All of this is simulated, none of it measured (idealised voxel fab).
Presented below is a process module, voxel transistor to metal.
Cross-section cut spans 190 nm and uses square cells 5 nm in size.
Throughout this document, each cross-section is represented as a grid of square cells and is presented as a sequence of bands enumerated from the top downward, where a band comprises one or more rows of cells.
This entry defines a band. It first specifies the height of the band's top and the height of its bottom in nm, and then specifies the band's materials from left to right, stating each material with its width in nm. The word "all across" identifies a single material that fills the band from edge to edge, while the word "air" identifies empty space.
Zero point of the height axis is 0; under it, received wafer = one material. Lowest band: continues down indefinitely, "z 0 and below".
It should be noted that a width expressed as "30..40" varies in equal increments from row to row of cells within the band, taking the value of the first number at the top row and that of the second number at the bottom row.
Where the words "stayed the same" appear for a step, the cross-section shows no cell changed by that step; every cell remained as before.
You'll see "Unvented internal voids" listing empty spaces that have no way open to the top, as long as they're 8 cells or more; the notation is width x height at distance, where the distance is from the left edge, and all of it is in nm.
Anything after a step's settings on that line? It's the simulator's own note about the step.
overlay nm: right-of-plan distance of the mask on a masked step; negative values mean left-of-plan.
These are the steps we planned for the process:
1) RECEIVE with material Si
2) OXIDIZE with depth nm 5
3) CONFORMAL_DEP with material SiN, thk nm 10
4) MASKED_ETCH with tone cover, mask id ACTIVE, width nm 125, etch materials SiN, depth nm 10, overlay nm 0
5) MASKED_ETCH with tone cover, mask id ACTIVE, width nm 125, etch materials SiO2, depth nm 5, overlay nm 0
6) MASKED_ETCH with tone cover, mask id ACTIVE, width nm 125, etch materials Si, depth nm 20, overlay nm 0
7) OXIDIZE with depth nm 5
8) FILL_DEP with material SiO2, thk nm 5
9) CMP with height nm 10
10) SELECTIVE_ETCH with etch materials SiO2, depth nm 5
11) STRIP with etch materials SiN
12) SELECTIVE_ETCH with etch materials SiO2, depth nm 5
13) OXIDIZE with depth nm 5
14) DIRECTIONAL_DEP with material polySi, thk nm 30
15) DIRECTIONAL_DEP with material SiCN, thk nm 10
16) MASKED_ETCH with tone cover, mask id GATE, width nm 35, etch materials SiCN, depth nm 20, overlay nm 0
17) MASKED_ETCH with tone cover, mask id GATE, width nm 35, etch materials polySi, depth nm 40, overlay nm 0
18) CONFORMAL_DEP with material SiN, thk nm 5
19) DIRECTIONAL_ETCH with etch materials SiN, depth nm 5
20) DIRECTIONAL_ETCH with etch materials SiO2, depth nm 5
21) EPI with material pSi, thk nm 5
22) FILL_DEP with material SiO2, thk nm 10
23) CMP with height nm 25
24) STRIP with etch materials polySi
25) SELECTIVE_ETCH with etch materials SiO2, depth nm 5
26) CONFORMAL_DEP with material HfO2, thk nm 5
27) CONFORMAL_DEP with material TiN, thk nm 5
28) FILL_DEP with material W, thk nm 5
29) CMP with height nm 20
30) DIRECTIONAL_DEP with material SiO2, thk nm 10
31) MASKED_ETCH with tone open, mask id CONTACT, width nm 20, pitch nm 85, etch materials SiO2, depth nm 35, overlay nm 0
32) CONFORMAL_DEP with material TiN, thk nm 5
33) FILL_DEP with material Ru, thk nm 5
34) CMP with height nm 30
35) CONFORMAL_DEP with material SiCN, thk nm 5
36) DIRECTIONAL_DEP with material SiO2, thk nm 25
37) PATTERN with tone open, mask id METAL_1, material resist, width nm 20, pitch nm 85, thk nm 15, overlay nm 0
38) DIRECTIONAL_ETCH with etch materials SiO2, depth nm 25
39) DIRECTIONAL_ETCH with etch materials SiCN, depth nm 5
40) STRIP with etch materials resist
41) CONFORMAL_DEP with material TiN, thk nm 5
42) FILL_DEP with material Cu, thk nm 5
43) CMP with height nm 60
44) EPI with material Ru, thk nm 5
45) FILL_DEP with material SiCN, thk nm 5
46) DIRECTIONAL_DEP with material lowk, thk nm 30
47) PATTERN with tone open, mask id METAL_2_HOLES, material resist, width nm 15, pitch nm 85, thk nm 15, overlay nm 0
48) DIRECTIONAL_ETCH with etch materials lowk, depth nm 30
49) STRIP with etch materials resist
50) PATTERN with tone open, mask id METAL_2, material resist, width nm 20, pitch nm 85, thk nm 15, overlay nm 0
51) DIRECTIONAL_ETCH with etch materials lowk, depth nm 20
52) DIRECTIONAL_ETCH with etch materials SiCN, depth nm 5
53) STRIP with etch materials resist
54) CONFORMAL_DEP with material TiN, thk nm 5
55) FILL_DEP with material Cu, thk nm 5
56) CMP with height nm 100
57) CONFORMAL_DEP with material SiN, thk nm 5
Cross-section, incoming material, after step 1:
> z 0 and below: Si all across
> Unvented internal voids: none
End-of-module cross-section. Starting structure and process plan as above; one mistake made in running it:
> z 105 to 100: SiN all across
> z 100 to 85: lowk: 40 | TiN: 5 | Cu: 5 | TiN: 5 | lowk: 70 | TiN: 5 | Cu: 5 | TiN: 5 | lowk: 50
> z 85 to 80: lowk: 40 | TiN: 15 | lowk: 70 | TiN: 15 | lowk: 50
> z 80 to 70: lowk all across
> z 70 to 65: SiCN all across
> z 65 to 60: SiCN: 35 | Ru: 30 | SiCN: 55 | Ru: 30 | SiCN: 40
> z 60 to 35: SiO2: 40 | TiN: 5 | Cu: 10 | TiN: 5 | SiO2: 65 | TiN: 5 | Cu: 10 | TiN: 5 | SiO2: 45
> z 35 to 30: SiCN: 40 | TiN: 20 | SiCN: 65 | TiN: 20 | SiCN: 45
> z 30 to 20: SiO2: 40 | TiN: 5 | Ru: 10 | TiN: 5 | SiO2: 65 | TiN: 5 | Ru: 10 | TiN: 5 | SiO2: 45
> z 20 to 0: SiO2: 40 | TiN: 5 | Ru: 10 | TiN: 5 | SiO2: 10 | SiN: 5 | HfO2: 5 | TiN: 5 | W: 15 | TiN: 5 | HfO2: 5 | SiN: 5 | SiO2: 10 | TiN: 5 | Ru: 10 | TiN: 5 | SiO2: 45
> z 0 to -5: SiO2: 25 | SiN: 5 | SiO2: 10 | TiN: 20 | SiO2: 10 | SiN: 5 | HfO2: 5 | TiN: 25 | HfO2: 5 | SiN: 5 | SiO2: 10 | TiN: 20 | SiO2: 10 | SiN: 5 | SiO2: 30
> z -5 to -10: SiO2: 30 | pSi: 40 | HfO2: 45 | pSi: 40 | SiO2: 35
> z -10 to -30: SiO2: 35 | Si: 115 | SiO2: 40
> z -30 and below: Si all across
> Unvented internal voids: none
The plan and the run diverged here: step 46, plan: ran twice
